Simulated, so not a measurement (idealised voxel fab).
Process module under the name voxel transistor to metal
cross-section cut | 190 nm wide | cells 5 nm
Cross-section, as written here: a square-cell grid given band by band from the top down, where a band holds one or more rows of cells. Band: top height; bottom height; in nm. Then, left to right: material with width in nm, for each material. "throughout": a single material spanning edge to edge. "air": empty space. All heights in this document are referenced to 0, defined as the level beneath which the wafer, as received, consists entirely of one material. The lowest band is not bounded below; it extends indefinitely downward and is written in the form "top 0, no bottom". Graded width ("30->40"): value in top row of band = first number; value in bottom row = second number; row-to-row change constant. The cross-section has no changed cell in any step marked "remains unaltered". Under "Fully sealed voids" you'll find the enclosed gaps, the ones with no way out to the top, that are 8 cells or bigger; each reads width x height at distance, with distance counted from the left edge, everything in nm. On a step's line, text after the settings is the simulator commenting on that step. overlay nm: how far to the right of its planned place the mask lay on this masked step (negative: to the left).
List of planned process steps
1) RECEIVE [material Si]
2) OXIDIZE [depth nm 5]
3) CONFORMAL_DEP [material SiN] [thk nm 15]
4) PATTERN [tone cover] [mask id ACTIVE] [material resist] [width nm 105] [thk nm 20] [overlay nm 0]
5) DIRECTIONAL_ETCH [etch materials SiN] [depth nm 15]
6) DIRECTIONAL_ETCH [etch materials SiO2] [depth nm 5]
7) DIRECTIONAL_ETCH [etch materials Si] [depth nm 30]
8) STRIP [etch materials resist]
9) FILL_DEP [material SiO2] [thk nm 10]
10) CMP [height nm 15]
11) SELECTIVE_ETCH [etch materials SiO2] [depth nm 5]
12) STRIP [etch materials SiN]
13) SELECTIVE_ETCH [etch materials SiO2] [depth nm 5]
14) OXIDIZE [depth nm 5]
15) DIRECTIONAL_DEP [material polySi] [thk nm 30]
16) DIRECTIONAL_DEP [material SiCN] [thk nm 15]
17) DIRECTIONAL_DEP [material aC] [thk nm 10]
18) PATTERN [tone cover] [mask id GATE] [material resist] [width nm 35] [thk nm 25] [overlay nm 0]
19) DIRECTIONAL_ETCH [etch materials aC] [depth nm 10]
20) STRIP [etch materials resist]
21) DIRECTIONAL_ETCH [etch materials SiCN] [depth nm 25]
22) DIRECTIONAL_ETCH [etch materials polySi] [depth nm 40]
23) STRIP [etch materials aC]
24) CONFORMAL_DEP [material SiO2] [thk nm 5]
25) DIRECTIONAL_ETCH [etch materials SiO2] [depth nm 5]
26) CONFORMAL_DEP [material SiN] [thk nm 10]
27) DIRECTIONAL_ETCH [etch materials SiN] [depth nm 10]
28) DIRECTIONAL_ETCH [etch materials SiO2] [depth nm 5]
29) DIRECTIONAL_ETCH [etch materials Si] [depth nm 10]
30) EPI [material pSi] [thk nm 15]
31) FILL_DEP [material SiO2] [thk nm 10]
32) CMP [height nm 25]
33) STRIP [etch materials polySi]
34) SELECTIVE_ETCH [etch materials SiO2] [depth nm 5]
35) CONFORMAL_DEP [material HfO2] [thk nm 5]
36) CONFORMAL_DEP [material TiN] [thk nm 5]
37) FILL_DEP [material W] [thk nm 10]
38) CMP [height nm 20]
39) DIRECTIONAL_DEP [material SiO2] [thk nm 10]
40) MASKED_ETCH [tone open] [mask id CONTACT] [width nm 15] [pitch nm 80] [etch materials SiO2] [depth nm 25] [overlay nm 0]
41) CONFORMAL_DEP [material TiN] [thk nm 5]
42) FILL_DEP [material Ru] [thk nm 5]
43) CMP [height nm 30]
44) DIRECTIONAL_DEP [material TiN] [thk nm 5]
45) DIRECTIONAL_DEP [material W] [thk nm 15]
46) DIRECTIONAL_DEP [material aC] [thk nm 10]
47) PATTERN [tone cover] [mask id METAL_1] [material resist] [width nm 15] [pitch nm 80] [thk nm 25] [overlay nm 0]
48) DIRECTIONAL_ETCH [etch materials aC] [depth nm 10]
49) STRIP [etch materials resist]
50) DIRECTIONAL_ETCH [etch materials W] [depth nm 15]
51) DIRECTIONAL_ETCH [etch materials TiN] [depth nm 5]
52) STRIP [etch materials aC]
53) FILL_DEP [material lowk] [thk nm 5]
54) CMP [height nm 50]
55) CONFORMAL_DEP [material SiCN] [thk nm 5]
Incoming wafer, cross-sectional view, post step 1
top 0, no bottom = Si throughout
Fully sealed voids: none
Here's the wafer cut in cross-section after the module, started and planned just like above, except one thing was done wrong in the run
top 55, bottom 50 = SiCN throughout
top 50, bottom 35 = 45 W | 15 lowk | 65 W | 15 lowk | 50 W
top 35, bottom 30 = 45 TiN | 15 lowk | 65 TiN | 15 lowk | 50 TiN
top 30, bottom 20 = 45 SiO2 | 5 TiN | 5 Ru | 5 TiN | 65 SiO2 | 5 TiN | 5 Ru | 5 TiN | 50 SiO2
top 20, bottom 10 = 45 SiO2 | 5 TiN | 5 Ru | 5 TiN | 10 SiN | 5 HfO2 | 5 TiN | 25 W | 5 TiN | 5 HfO2 | 10 SiN | 5 TiN | 5 Ru | 5 TiN | 50 SiO2
top 10, bottom 5 = 45 SiO2 | 15 TiN | 10 SiN | 5 HfO2 | 5 TiN | 25 W | 5 TiN | 5 HfO2 | 10 SiN | 15 TiN | 50 SiO2
top 5, bottom 0 = 40 SiO2 | 10 SiN | 10 pSi | 10 SiN | 5 HfO2 | 5 TiN | 25 W | 5 TiN | 5 HfO2 | 10 SiN | 10 pSi | 10 SiN | 45 SiO2
top 0, bottom -5 = 40 SiO2 | 10 SiN | 10 pSi | 10 SiN | 5 HfO2 | 35 TiN | 5 HfO2 | 10 SiN | 10 pSi | 10 SiN | 45 SiO2
top -5, bottom -10 = 50 SiO2 | 10 pSi | 10 SiO2 | 45 HfO2 | 10 SiO2 | 10 pSi | 55 SiO2
top -10, bottom -20 = 40 SiO2 | 10 Si | 10 pSi | 65 Si | 10 pSi | 10 Si | 45 SiO2
top -20, bottom -35 = 40 SiO2 | 105 Si | 45 SiO2
top -35, no bottom = Si throughout
Fully sealed voids: none
what went wrong: step 47 went in with a setting other than planned; the actual run was PATTERN [tone open] [mask id METAL_1] [material resist] [width nm 15] [pitch nm 80] [thk nm 25] [overlay nm 0]
